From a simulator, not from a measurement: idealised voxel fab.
process module | voxel air gaps
cross-section cut | 215 nm wide | cells 5 nm
A cross-section is a grid of square cells, given in bands from the top down. A band is one or more rows of cells.
Each band's line starts with the height of the band's top and of its bottom, in nm. Then come its materials from left to right, each with its width in nm. One material with "throughout" fills the band from edge to edge. "air" is empty space.
Height 0 is the level under which the wafer as received is all one material. The lowest band goes on downwards, as in "0 down".
A width such as "30 to 40" changes by the same amount from each row of cells to the next, from the band's top row to its bottom row.
"no change" after a step means that no cell of the cross-section changed.
closed voids: empty space of 8 cells or more with no open way to the top, each as width x height at its distance from the left edge, in nm
after a step's settings: what the simulator itself notes on the step
overlay nm, on a step with a mask: how far to the right of its planned place the mask lay; to the left if negative
plan
1 op RECEIVE | material Si
2 op CONFORMAL_DEP | material SiO2 | thk nm 10
3 op CONFORMAL_DEP | material SiN | thk nm 5
4 op DIRECTIONAL_DEP | material SiO2 | thk nm 40
5 op DIRECTIONAL_DEP | material aC | thk nm 10
6 op PATTERN | tone open | mask id LINES | material resist | width nm 20 | pitch nm 45 | thk nm 25 | overlay nm 0
7 op DIRECTIONAL_ETCH | etch materials aC | depth nm 10
8 op STRIP | etch materials resist
9 op DIRECTIONAL_ETCH | etch materials SiO2 | depth nm 40
10 op STRIP | etch materials aC
11 op CONFORMAL_DEP | material TiN | thk nm 5
12 op FILL_DEP | material Ru | thk nm 5
13 op CMP | height nm 55
14 op EPI | material Ru | thk nm 10
15 op SELECTIVE_ETCH | etch materials SiO2 | depth nm 50
16 op CONFORMAL_DEP | material SiN | thk nm 5
as received, after step 1
  0 down: Si throughout
  closed voids: none
first wafer at the end, as planned
  70 to 65: air 15 | SiN 185 | air 15
  65 to 55: air 15 | SiN 5 | Ru 40 | SiN 5 | Ru 40 | SiN 5 | Ru 40 | SiN 5 | Ru 40 | SiN 5 | air 15
  55 to 50: air 15 | SiN 15 | TiN 5 | Ru 10 | TiN 5 | SiN 25 | TiN 5 | Ru 10 | TiN 5 | SiN 25 | TiN 5 | Ru 10 | TiN 5 | SiN 25 | TiN 5 | Ru 10 | TiN 5 | SiN 15 | air 15
  50 to 20: air 25 | SiN 5 | TiN 5 | Ru 10 | TiN 5 | SiN 5 | air 15 | SiN 5 | TiN 5 | Ru 10 | TiN 5 | SiN 5 | air 15 | SiN 5 | TiN 5 | Ru 10 | TiN 5 | SiN 5 | air 15 | SiN 5 | TiN 5 | Ru 10 | TiN 5 | SiN 5 | air 25
  20 to 15: SiN 30 | TiN 20 | SiN 25 | TiN 20 | SiN 25 | TiN 20 | SiN 25 | TiN 20 | SiN 30
  15 to 10: SiN throughout
  10 to 0: SiO2 throughout
  0 down: Si throughout
  closed voids: 15 x 30 at 55; 15 x 30 at 100; 15 x 30 at 145
second wafer at the end: like start, like plan, one mistake
  70 to 65: air 15 | SiN 185 | air 15
  65 to 55: air 15 | SiN 5 | Ru 40 | SiN 5 | Ru 40 | SiN 5 | Ru 40 | SiN 5 | Ru 40 | SiN 5 | air 15
  55 to 50: air 15 | SiN 15 | TiN 5 | Ru 10 | TiN 5 | SiN 25 | TiN 5 | Ru 10 | TiN 5 | SiN 25 | TiN 5 | Ru 10 | TiN 5 | SiN 25 | TiN 5 | Ru 10 | TiN 5 | SiN 15 | air 15
  50 to 20: air 25 | SiN 5 | TiN 5 | Ru 10 | TiN 5 | SiN 5 | air 15 | SiN 5 | TiN 5 | Ru 10 | TiN 5 | SiN 5 | air 15 | SiN 5 | TiN 5 | Ru 10 | TiN 5 | SiN 5 | air 15 | SiN 5 | TiN 5 | Ru 10 | TiN 5 | SiN 5 | air 25
  20 to 15: SiN 30 | TiN 20 | SiN 25 | TiN 20 | SiN 25 | TiN 20 | SiN 25 | TiN 20 | SiN 30
  15 to 10: SiN throughout
  10 to 0: aC throughout
  0 down: Si throughout
  closed voids: 15 x 30 at 55; 15 x 30 at 100; 15 x 30 at 145
what went wrong: step 2 ran as: op CONFORMAL_DEP | material aC | thk nm 10
at the end the second wafer has, in cells: 86 fewer of SiO2 | 86 more of aC
